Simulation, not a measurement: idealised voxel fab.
Presented below is a process module, voxel capacitor over wiring.
For reference, the cross-section in this document is cut, with width 245 nm and square cells of 5 nm.
Heads up, the way a cross-section reads in here is a grid of square cells, handed over as bands from the top down, with every band being one or more rows of cells.
In this notation a band is specified by the heights of its top and bottom, in that order and in nm, after which its materials appear from left to right, each paired with its width in nm. The word "edge to edge" attached to a single material means that material fills the band from edge to edge; the word "empty" stands for empty space.
Beneath 0, the wafer as received is one material, and that level is where height counting begins. The lowest band goes on downward without a bottom; it is written like "top 0, no bottom".
Think of "30 to 40" as a width that walks from the first number to the second as you go down the band, top row to bottom row, taking equal-sized steps from row to row.
"no change occurred" after a step means that no cell of the cross-section changed.
"Sealed void list": empty spaces of 8 cells or more with no open way to the top, each given as width x height at distance, distance from the left edge, all in nm.
Step line, after settings: the simulator's comment on this step.
The setting "overlay nm" may be written on the line of a step. When the step uses a mask, the value reports how far to the right of the planned place the mask lay, and a negative value reports that it lay to the left.

Below is the list of planned process steps:
1) RECEIVE | material Si
2) CONFORMAL_DEP | material SiO2 | thk nm 15
3) DIRECTIONAL_DEP | material TiN | thk nm 5
4) DIRECTIONAL_DEP | material W | thk nm 15
5) MASKED_ETCH | tone cover | mask id METAL_1 | width nm 20 | pitch nm 85 | etch materials W | depth nm 15 | overlay nm 0
6) MASKED_ETCH | tone cover | mask id METAL_1 | width nm 20 | pitch nm 85 | etch materials TiN | depth nm 5 | overlay nm 0
7) CONFORMAL_DEP | material SiN | thk nm 5
8) FILL_DEP | material lowk | thk nm 10
9) CMP | height nm 35
10) CONFORMAL_DEP | material SiCN | thk nm 5
11) DIRECTIONAL_DEP | material lowk | thk nm 20
12) MASKED_ETCH | tone open | mask id PLUG_1 | width nm 15 | etch materials lowk | depth nm 20 | overlay nm 0
13) MASKED_ETCH | tone open | mask id PLUG_1 | width nm 15 | etch materials SiCN | depth nm 5 | overlay nm 0
14) EPI | material Ru | thk nm 10
15) EPI | material Ru | thk nm 10
16) EPI | material Ru | thk nm 5
17) DIRECTIONAL_DEP | material TiN | thk nm 5
18) DIRECTIONAL_DEP | material Al2O3 | thk nm 5
19) DIRECTIONAL_DEP | material TiN | thk nm 5
20) PATTERN | tone cover | mask id UPPER_PLATE | material resist | width nm 70 | thk nm 15 | overlay nm 0
21) DIRECTIONAL_ETCH | etch materials TiN | depth nm 5
22) DIRECTIONAL_ETCH | etch materials Al2O3 | depth nm 5
23) STRIP | etch materials resist
24) PATTERN | tone cover | mask id LOWER_PLATE | material resist | width nm 80 | thk nm 20 | overlay nm 0
25) DIRECTIONAL_ETCH | etch materials TiN | depth nm 5
26) STRIP | etch materials resist
27) FILL_DEP | material SiO2 | thk nm 20
28) CMP | height nm 90
29) MASKED_ETCH | tone open | mask id PLUG_2 | width nm 15 | etch materials SiO2 | depth nm 15 | overlay nm 0
30) CONFORMAL_DEP | material TiN | thk nm 5
31) FILL_DEP | material Ru | thk nm 10
32) CMP | height nm 90
33) CONFORMAL_DEP | material SiN | thk nm 5

First of two wafers - as planned:

Cross-section of the wafer upon arrival, representing the state reached after step 1:
top 0, no bottom | Si edge to edge
Sealed void list: none

Presented here is a cross-section of the wafer after step 2 has been performed:
top 15, bottom 0 | SiO2 edge to edge
For the remainder of the cross-section, below 0, there is no change.

Presented here is a cross-section of the wafer after step 3 has been performed:
top 20, bottom 15 | TiN edge to edge
For the remainder of the cross-section, below 15, there is no change.

Presented here is a cross-section of the wafer after step 4 has been performed:
top 35, bottom 20 | W edge to edge
For the remainder of the cross-section, below 20, there is no change.

Presented here is a cross-section of the wafer after step 5 has been performed:
top 35, bottom 20 | empty 70; W 20; empty 65; W 20; empty 70
For the remainder of the cross-section, below 20, there is no change.

Presented here is a cross-section of the wafer after step 6 has been performed:
top 35, bottom 20 | empty 70; W 20; empty 65; W 20; empty 70
top 20, bottom 15 | empty 70; TiN 20; empty 65; TiN 20; empty 70
For the remainder of the cross-section, below 15, there is no change.

Presented here is a cross-section of the wafer after step 7 has been performed:
top 40, bottom 35 | empty 65; SiN 30; empty 55; SiN 30; empty 65
top 35, bottom 20 | empty 65; SiN 5; W 20; SiN 5; empty 55; SiN 5; W 20; SiN 5; empty 65
top 20, bottom 15 | SiN 70; TiN 20; SiN 65; TiN 20; SiN 70
For the remainder of the cross-section, below 15, there is no change.

Presented here is a cross-section of the wafer after step 8 has been performed:
top 50, bottom 40 | lowk edge to edge
top 40, bottom 35 | lowk 65; SiN 30; lowk 55; SiN 30; lowk 65
top 35, bottom 20 | lowk 65; SiN 5; W 20; SiN 5; lowk 55; SiN 5; W 20; SiN 5; lowk 65
For the remainder of the cross-section, below 20, there is no change.

Presented here is a cross-section of the wafer after step 9 has been performed:
top 35, bottom 20 | lowk 65; SiN 5; W 20; SiN 5; lowk 55; SiN 5; W 20; SiN 5; lowk 65
For the remainder of the cross-section, below 20, there is no change.

Presented here is a cross-section of the wafer after step 10 has been performed:
top 40, bottom 35 | SiCN edge to edge
For the remainder of the cross-section, below 35, there is no change.

Presented here is a cross-section of the wafer after step 11 has been performed:
top 60, bottom 40 | lowk edge to edge
For the remainder of the cross-section, below 40, there is no change.

Presented here is a cross-section of the wafer after step 12 has been performed:
top 60, bottom 40 | lowk 75; empty 15; lowk 155
For the remainder of the cross-section, below 40, there is no change.

Presented here is a cross-section of the wafer after step 13 has been performed:
top 60, bottom 40 | lowk 75; empty 15; lowk 155
top 40, bottom 35 | SiCN 75; empty 15; SiCN 155
For the remainder of the cross-section, below 35, there is no change.

Presented here is a cross-section of the wafer after step 14 has been performed:
top 60, bottom 45 | lowk 75; empty 15; lowk 155
top 45, bottom 40 | lowk 75; Ru 15; lowk 155
top 40, bottom 35 | SiCN 75; Ru 15; SiCN 155
For the remainder of the cross-section, below 35, there is no change.

Presented here is a cross-section of the wafer after step 15 has been performed:
top 60, bottom 55 | lowk 75; empty 15; lowk 155
top 55, bottom 40 | lowk 75; Ru 15; lowk 155
For the remainder of the cross-section, below 40, there is no change.

Presented here is a cross-section of the wafer after step 16 has been performed:
top 60, bottom 40 | lowk 75; Ru 15; lowk 155
For the remainder of the cross-section, below 40, there is no change.

Presented here is a cross-section of the wafer after step 17 has been performed:
top 65, bottom 60 | TiN edge to edge
For the remainder of the cross-section, below 60, there is no change.

Presented here is a cross-section of the wafer after step 18 has been performed:
top 70, bottom 65 | Al2O3 edge to edge
For the remainder of the cross-section, below 65, there is no change.

Presented here is a cross-section of the wafer after step 19 has been performed:
top 75, bottom 70 | TiN edge to edge
For the remainder of the cross-section, below 70, there is no change.

Presented here is a cross-section of the wafer after step 20 has been performed:
top 90, bottom 75 | empty 75; resist 70; empty 100
For the remainder of the cross-section, below 75, there is no change.

Presented here is a cross-section of the wafer after step 21 has been performed:
top 90, bottom 75 | empty 75; resist 70; empty 100
top 75, bottom 70 | empty 75; TiN 70; empty 100
For the remainder of the cross-section, below 70, there is no change.

Presented here is a cross-section of the wafer after step 22 has been performed:
top 90, bottom 75 | empty 75; resist 70; empty 100
top 75, bottom 70 | empty 75; TiN 70; empty 100
top 70, bottom 65 | empty 75; Al2O3 70; empty 100
For the remainder of the cross-section, below 65, there is no change.

Presented here is a cross-section of the wafer after step 23 has been performed:
top 75, bottom 70 | empty 75; TiN 70; empty 100
For the remainder of the cross-section, below 70, there is no change.

Presented here is a cross-section of the wafer after step 24 has been performed:
top 95, bottom 75 | empty 70; resist 80; empty 95
top 75, bottom 70 | empty 70; resist 5; TiN 70; resist 5; empty 95
top 70, bottom 65 | empty 70; resist 5; Al2O3 70; resist 5; empty 95
For the remainder of the cross-section, below 65, there is no change.

Presented here is a cross-section of the wafer after step 25 has been performed:
top 95, bottom 75 | empty 70; resist 80; empty 95
top 75, bottom 70 | empty 70; resist 5; TiN 70; resist 5; empty 95
top 70, bottom 65 | empty 70; resist 5; Al2O3 70; resist 5; empty 95
top 65, bottom 60 | empty 70; TiN 80; empty 95
For the remainder of the cross-section, below 60, there is no change.

Presented here is a cross-section of the wafer after step 26 has been performed:
top 75, bottom 70 | empty 75; TiN 70; empty 100
top 70, bottom 65 | empty 75; Al2O3 70; empty 100
For the remainder of the cross-section, below 65, there is no change.

Presented here is a cross-section of the wafer after step 27 has been performed:
top 95, bottom 75 | SiO2 edge to edge
top 75, bottom 70 | SiO2 75; TiN 70; SiO2 100
top 70, bottom 65 | SiO2 75; Al2O3 70; SiO2 100
top 65, bottom 60 | SiO2 70; TiN 80; SiO2 95
For the remainder of the cross-section, below 60, there is no change.

Presented here is a cross-section of the wafer after step 28 has been performed:
top 90, bottom 75 | SiO2 edge to edge
For the remainder of the cross-section, below 75, there is no change.

Presented here is a cross-section of the wafer after step 29 has been performed:
top 90, bottom 75 | SiO2 85; empty 15; SiO2 145
For the remainder of the cross-section, below 75, there is no change.

Presented here is a cross-section of the wafer after step 30 has been performed:
top 95, bottom 90 | TiN 90; empty 5; TiN 150
top 90, bottom 80 | SiO2 85; TiN 5; empty 5; TiN 5; SiO2 145
top 80, bottom 70 | SiO2 85 to 75; TiN 15 to 70; SiO2 145 to 100
For the remainder of the cross-section, below 70, there is no change.

Presented here is a cross-section of the wafer after step 31 has been performed:
top 105, bottom 95 | Ru edge to edge
top 95, bottom 90 | TiN 90; Ru 5; TiN 150
top 90, bottom 80 | SiO2 85; TiN 5; Ru 5; TiN 5; SiO2 145
For the remainder of the cross-section, below 80, there is no change.

Presented here is a cross-section of the wafer after step 32 has been performed:
top 90, bottom 80 | SiO2 85; TiN 5; Ru 5; TiN 5; SiO2 145
For the remainder of the cross-section, below 80, there is no change.

Presented here is a cross-section of the wafer after step 33 has been performed:
top 95, bottom 90 | SiN edge to edge
For the remainder of the cross-section, below 90, there is no change.

Notes, second wafer: start = first wafer's, plan = first wafer's, execution had one mistake; history identical to first through step 13:

Second wafer, section view, time point: scheduled end of step 15:
top 65, bottom 60 | empty 70; Ru 25; empty 150
top 60, bottom 40 | lowk 75; Ru 15; lowk 155
top 40, bottom 35 | SiCN 75; Ru 15; SiCN 155
For the remainder of the cross-section, below 35, there is no change.

Second wafer, section view, time point: scheduled end of step 16:
top 70, bottom 60 | empty 65; Ru 35; empty 145
For the remainder of the cross-section, below 60, there is no change.

Second wafer, section view, time point: scheduled end of step 17:
top 75, bottom 70 | empty 65; TiN 35; empty 145
top 70, bottom 65 | empty 65; Ru 35; empty 145
top 65, bottom 60 | TiN 65; Ru 35; TiN 145
For the remainder of the cross-section, below 60, there is no change.

Second wafer, section view, time point: scheduled end of step 18:
top 80, bottom 75 | empty 65; Al2O3 35; empty 145
top 75, bottom 70 | empty 65; TiN 35; empty 145
top 70, bottom 65 | Al2O3 65; Ru 35; Al2O3 145
For the remainder of the cross-section, below 65, there is no change.

Second wafer, section view, time point: scheduled end of step 19:
top 85, bottom 80 | empty 65; TiN 35; empty 145
top 80, bottom 75 | empty 65; Al2O3 35; empty 145
top 75, bottom 70 | TiN edge to edge
For the remainder of the cross-section, below 70, there is no change.

Second wafer, section view, time point: scheduled end of step 20:
top 100, bottom 85 | empty 75; resist 70; empty 100
top 85, bottom 80 | empty 65; TiN 35; resist 45; empty 100
top 80, bottom 75 | empty 65; Al2O3 35; resist 45; empty 100
For the remainder of the cross-section, below 75, there is no change.

Second wafer, section view, time point: scheduled end of step 21:
top 100, bottom 85 | empty 75; resist 70; empty 100
top 85, bottom 80 | empty 75; TiN 25; resist 45; empty 100
top 80, bottom 75 | empty 65; Al2O3 35; resist 45; empty 100
top 75, bottom 70 | empty 65; TiN 80; empty 100
For the remainder of the cross-section, below 70, there is no change.

Second wafer, section view, time point: scheduled end of step 22:
top 100, bottom 85 | empty 75; resist 70; empty 100
top 85, bottom 80 | empty 75; TiN 25; resist 45; empty 100
top 80, bottom 75 | empty 75; Al2O3 25; resist 45; empty 100
top 75, bottom 70 | empty 65; TiN 80; empty 100
top 70, bottom 65 | empty 65; Ru 35; Al2O3 45; empty 100
For the remainder of the cross-section, below 65, there is no change.

Second wafer, section view, time point: scheduled end of step 23:
top 85, bottom 80 | empty 75; TiN 25; empty 145
top 80, bottom 75 | empty 75; Al2O3 25; empty 145
For the remainder of the cross-section, below 75, there is no change.

Second wafer, section view, time point: scheduled end of step 24:
top 105, bottom 85 | empty 70; resist 80; empty 95
top 85, bottom 80 | empty 70; resist 5; TiN 25; resist 50; empty 95
top 80, bottom 75 | empty 70; resist 5; Al2O3 25; resist 50; empty 95
top 75, bottom 70 | empty 65; TiN 80; resist 5; empty 95
top 70, bottom 65 | empty 65; Ru 35; Al2O3 45; resist 5; empty 95
For the remainder of the cross-section, below 65, there is no change.

Second wafer, section view, time point: scheduled end of step 25:
top 105, bottom 85 | empty 70; resist 80; empty 95
top 85, bottom 80 | empty 70; resist 5; TiN 25; resist 50; empty 95
top 80, bottom 75 | empty 70; resist 5; Al2O3 25; resist 50; empty 95
top 75, bottom 70 | empty 70; TiN 75; resist 5; empty 95
top 70, bottom 65 | empty 65; Ru 35; Al2O3 45; resist 5; empty 95
top 65, bottom 60 | empty 65; Ru 35; TiN 50; empty 95
For the remainder of the cross-section, below 60, there is no change.

Second wafer, section view, time point: scheduled end of step 26:
top 85, bottom 80 | empty 75; TiN 25; empty 145
top 80, bottom 75 | empty 75; Al2O3 25; empty 145
top 75, bottom 70 | empty 70; TiN 75; empty 100
top 70, bottom 65 | empty 65; Ru 35; Al2O3 45; empty 100
For the remainder of the cross-section, below 65, there is no change.

Second wafer, section view, time point: scheduled end of step 27:
top 105, bottom 85 | SiO2 edge to edge
top 85, bottom 80 | SiO2 75; TiN 25; SiO2 145
top 80, bottom 75 | SiO2 75; Al2O3 25; SiO2 145
top 75, bottom 70 | SiO2 70; TiN 75; SiO2 100
top 70, bottom 65 | SiO2 65; Ru 35; Al2O3 45; SiO2 100
top 65, bottom 60 | SiO2 65; Ru 35; TiN 50; SiO2 95
For the remainder of the cross-section, below 60, there is no change.

Second wafer, section view, time point: scheduled end of step 28:
top 90, bottom 85 | SiO2 edge to edge
For the remainder of the cross-section, below 85, there is no change.

Second wafer, section view, time point: scheduled end of step 29:
top 90, bottom 85 | SiO2 85; empty 15; SiO2 145
For the remainder of the cross-section, below 85, there is no change.

Second wafer, section view, time point: scheduled end of step 30:
top 95, bottom 90 | TiN 90; empty 5; TiN 150
top 90, bottom 80 | SiO2 85 to 75; TiN 15 to 25; SiO2 145
For the remainder of the cross-section, below 80, there is no change.

Second wafer, section view, time point: scheduled end of step 31:
top 105, bottom 95 | Ru edge to edge
top 95, bottom 90 | TiN 90; Ru 5; TiN 150
For the remainder of the cross-section, below 90, there is no change.

Second wafer, section view, time point: scheduled end of step 32:
top 90, bottom 80 | SiO2 85 to 75; TiN 15 to 25; SiO2 145
For the remainder of the cross-section, below 80, there is no change.

Second wafer, section view, time point: scheduled end of step 33:
top 95, bottom 90 | SiN edge to edge
For the remainder of the cross-section, below 90, there is no change.
What was done differently from what was planned? one of 14 and 15, all the same step, was done twice; can't tell which
End check, counted in cells, second wafer has more or fewer of these materials than the first: Ru +12 | SiO2 -8 | TiN -4
